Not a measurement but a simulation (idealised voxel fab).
voxel transistor to metal: a process module
Shown is cross-section cut, with a width of 185 nm and square cells of size 5 nm.
When this document writes out a cross-section, it uses a grid of square cells and lists it as bands, beginning at the top and moving down, with a band standing for one or more rows of cells.
The band entry comprises the height of the band's top followed by the height of its bottom, expressed in nm, and subsequently the band's materials from left to right, each stated together with its width in nm. Where a single material is marked with the word "throughout", that material fills the band from edge to edge. The word "blank" represents empty space.
Below 0: as-received wafer, all one material; heights counted from there. Lowest band: no bottom, goes on down, written "0..down".
Graded width ("30->40"): value in top row of band = first number; value in bottom row = second number; row-to-row change constant.
The cross-section has no changed cell in any step marked "all unchanged".
"Trapped voids": empty spaces of 8 cells or more with no open way to the top, each given as width x height at distance, distance from the left edge, all in nm.
Whatever follows a step's settings on its line is a remark the simulator itself makes about that step.
"overlay nm" answers the question of how far to the right of plan the mask lay on a step that has a mask, and when it is negative the answer is to the left.
-- List of planned process steps
1,RECEIVE [material Si]
2,CONFORMAL_DEP [material SiO2] [thk nm 5]
3,CONFORMAL_DEP [material SiN] [thk nm 10]
4,PATTERN [tone cover] [mask id ACTIVE] [material resist] [width nm 95] [thk nm 20] [overlay nm 0]
5,DIRECTIONAL_ETCH [etch materials SiN] [depth nm 10]
6,DIRECTIONAL_ETCH [etch materials SiO2] [depth nm 5]
7,DIRECTIONAL_ETCH [etch materials Si] [depth nm 35]
8,STRIP [etch materials resist]
9,FILL_DEP [material SiO2] [thk nm 5]
10,CMP [height nm 15]
11,SELECTIVE_ETCH [etch materials SiO2] [depth nm 10]
12,STRIP [etch materials SiN]
13,SELECTIVE_ETCH [etch materials SiO2] [depth nm 5]
14,OXIDIZE [depth nm 5]
15,DIRECTIONAL_DEP [material polySi] [thk nm 25]
16,DIRECTIONAL_DEP [material SiCN] [thk nm 10]
17,DIRECTIONAL_DEP [material aC] [thk nm 10]
18,PATTERN [tone cover] [mask id GATE] [material resist] [width nm 25] [thk nm 30] [overlay nm 0]
19,DIRECTIONAL_ETCH [etch materials aC] [depth nm 10]
20,STRIP [etch materials resist]
21,DIRECTIONAL_ETCH [etch materials SiCN] [depth nm 20]
22,DIRECTIONAL_ETCH [etch materials polySi] [depth nm 35]
23,STRIP [etch materials aC]
24,CONFORMAL_DEP [material SiN] [thk nm 5]
25,DIRECTIONAL_ETCH [etch materials SiN] [depth nm 5]
26,DIRECTIONAL_ETCH [etch materials SiO2] [depth nm 5]
27,DIRECTIONAL_ETCH [etch materials Si] [depth nm 10]
28,EPI [material pSi] [thk nm 10]
29,FILL_DEP [material SiO2] [thk nm 10]
30,CMP [height nm 25]
31,STRIP [etch materials polySi]
32,SELECTIVE_ETCH [etch materials SiO2] [depth nm 5]
33,CONFORMAL_DEP [material HfO2] [thk nm 5]
34,CONFORMAL_DEP [material TiN] [thk nm 5]
35,FILL_DEP [material W] [thk nm 5]
36,CMP [height nm 20]
37,DIRECTIONAL_DEP [material SiO2] [thk nm 10]
38,PATTERN [tone open] [mask id CONTACT] [material resist] [width nm 15] [pitch nm 70] [thk nm 15] [overlay nm 0]
39,DIRECTIONAL_ETCH [etch materials SiO2] [depth nm 35]
40,STRIP [etch materials resist]
41,CONFORMAL_DEP [material TiN] [thk nm 5]
42,FILL_DEP [material Ru] [thk nm 5]
43,CMP [height nm 30]
44,CONFORMAL_DEP [material SiN] [thk nm 5]
45,DIRECTIONAL_DEP [material SiO2] [thk nm 15]
46,PATTERN [tone open] [mask id METAL_1] [material resist] [width nm 15] [pitch nm 70] [thk nm 20] [overlay nm 0]
47,DIRECTIONAL_ETCH [etch materials SiO2] [depth nm 15]
48,DIRECTIONAL_ETCH [etch materials SiN] [depth nm 5]
49,STRIP [etch materials resist]
50,CONFORMAL_DEP [material TiN] [thk nm 5]
51,FILL_DEP [material Cu] [thk nm 5]
52,CMP [height nm 50]
53,EPI [material Ru] [thk nm 5]
54,FILL_DEP [material SiCN] [thk nm 5]
55,DIRECTIONAL_DEP [material lowk] [thk nm 30]
56,MASKED_ETCH [tone open] [mask id METAL_2] [width nm 15] [pitch nm 70] [etch materials lowk] [depth nm 20] [overlay nm 0]
57,MASKED_ETCH [tone open] [mask id METAL_2_HOLES] [width nm 15] [pitch nm 70] [etch materials lowk] [depth nm 10] [overlay nm 0]
58,MASKED_ETCH [tone open] [mask id METAL_2_HOLES] [width nm 15] [pitch nm 70] [etch materials SiCN] [depth nm 5] [overlay nm 0]
59,CONFORMAL_DEP [material TiN] [thk nm 5]
60,FILL_DEP [material Cu] [thk nm 5]
61,CMP [height nm 90]
62,CONFORMAL_DEP [material SiN] [thk nm 5]
-- As received (post step 1): cross-section
- 0..down = Si throughout
- Trapped voids: none
-- First wafer of two, sectioned at end of module; run went per plan
- 95..90 = SiN throughout
- 90..60 = lowk 50 nm | TiN 5 nm | Cu 5 nm | TiN 5 nm | lowk 55 nm | TiN 5 nm | Cu 5 nm | TiN 5 nm | lowk 50 nm
- 60..55 = SiCN 50 nm | TiN 15 nm | SiCN 55 nm | TiN 15 nm | SiCN 50 nm
- 55..50 = SiCN 45 nm | Ru 25 nm | SiCN 45 nm | Ru 25 nm | SiCN 45 nm
- 50..35 = SiO2 50 nm | TiN 5 nm | Cu 5 nm | TiN 5 nm | SiO2 55 nm | TiN 5 nm | Cu 5 nm | TiN 5 nm | SiO2 50 nm
- 35..30 = SiN 50 nm | TiN 15 nm | SiN 55 nm | TiN 15 nm | SiN 50 nm
- 30..20 = SiO2 50 nm | TiN 5 nm | Ru 5 nm | TiN 5 nm | SiO2 55 nm | TiN 5 nm | Ru 5 nm | TiN 5 nm | SiO2 50 nm
- 20..5 = SiO2 50 nm | TiN 5 nm | Ru 5 nm | TiN 5 nm | SiO2 10 nm | SiN 5 nm | HfO2 5 nm | TiN 5 nm | W 5 nm | TiN 5 nm | HfO2 5 nm | SiN 5 nm | SiO2 10 nm | TiN 5 nm | Ru 5 nm | TiN 5 nm | SiO2 50 nm
- 5..0 = SiO2 50 nm | TiN 5 nm | Ru 5 nm | TiN 5 nm | pSi 10 nm | SiN 5 nm | HfO2 5 nm | TiN 15 nm | HfO2 5 nm | SiN 5 nm | pSi 10 nm | TiN 5 nm | Ru 5 nm | TiN 5 nm | SiO2 50 nm
- 0..-5 = SiO2 50 nm | TiN 15 nm | pSi 10 nm | HfO2 35 nm | pSi 10 nm | TiN 15 nm | SiO2 50 nm
- -5..-15 = SiO2 45 nm | pSi 30 nm | Si 35 nm | pSi 30 nm | SiO2 45 nm
- -15..-35 = SiO2 45 nm | Si 95 nm | SiO2 45 nm
- -35..down = Si throughout
- Trapped voids: none
-- second wafer at the end: like start, like plan, one mistake
- 95..90 = SiN throughout
- 90..60 = lowk 50 nm | TiN 5 nm | Cu 5 nm | TiN 5 nm | lowk 55 nm | TiN 5 nm | Cu 5 nm | TiN 5 nm | lowk 50 nm
- 60..55 = SiCN 50 nm | TiN 15 nm | SiCN 55 nm | TiN 15 nm | SiCN 50 nm
- 55..50 = SiCN 45 nm | Ru 25 nm | SiCN 45 nm | Ru 25 nm | SiCN 45 nm
- 50..35 = SiO2 50 nm | TiN 5 nm | Cu 5 nm | TiN 5 nm | SiO2 55 nm | TiN 5 nm | Cu 5 nm | TiN 5 nm | SiO2 50 nm
- 35..30 = SiN 50 nm | TiN 15 nm | SiN 55 nm | TiN 15 nm | SiN 50 nm
- 30..20 = SiO2 50 nm | TiN 5 nm | Ru 5 nm | TiN 5 nm | SiO2 55 nm | TiN 5 nm | Ru 5 nm | TiN 5 nm | SiO2 50 nm
- 20..5 = SiO2 50 nm | TiN 5 nm | Ru 5 nm | TiN 5 nm | SiO2 10 nm | SiN 5 nm | TiN 5 nm | W 15 nm | TiN 5 nm | SiN 5 nm | SiO2 10 nm | TiN 5 nm | Ru 5 nm | TiN 5 nm | SiO2 50 nm
- 5..0 = SiO2 50 nm | TiN 5 nm | Ru 5 nm | TiN 5 nm | pSi 10 nm | SiN 5 nm | TiN 5 nm | W 15 nm | TiN 5 nm | SiN 5 nm | pSi 10 nm | TiN 5 nm | Ru 5 nm | TiN 5 nm | SiO2 50 nm
- 0..-5 = SiO2 50 nm | TiN 15 nm | pSi 10 nm | TiN 35 nm | pSi 10 nm | TiN 15 nm | SiO2 50 nm
- -5..-15 = SiO2 45 nm | pSi 30 nm | Si 35 nm | pSi 30 nm | SiO2 45 nm
- -15..-35 = SiO2 45 nm | Si 95 nm | SiO2 45 nm
- -35..down = Si throughout
- Trapped voids: none
What went wrong in running the wafer? plan step 33: skipped, not run
End of process, cell counts, second wafer against first, materials with more or fewer: HfO2 -15, TiN +6, W +9
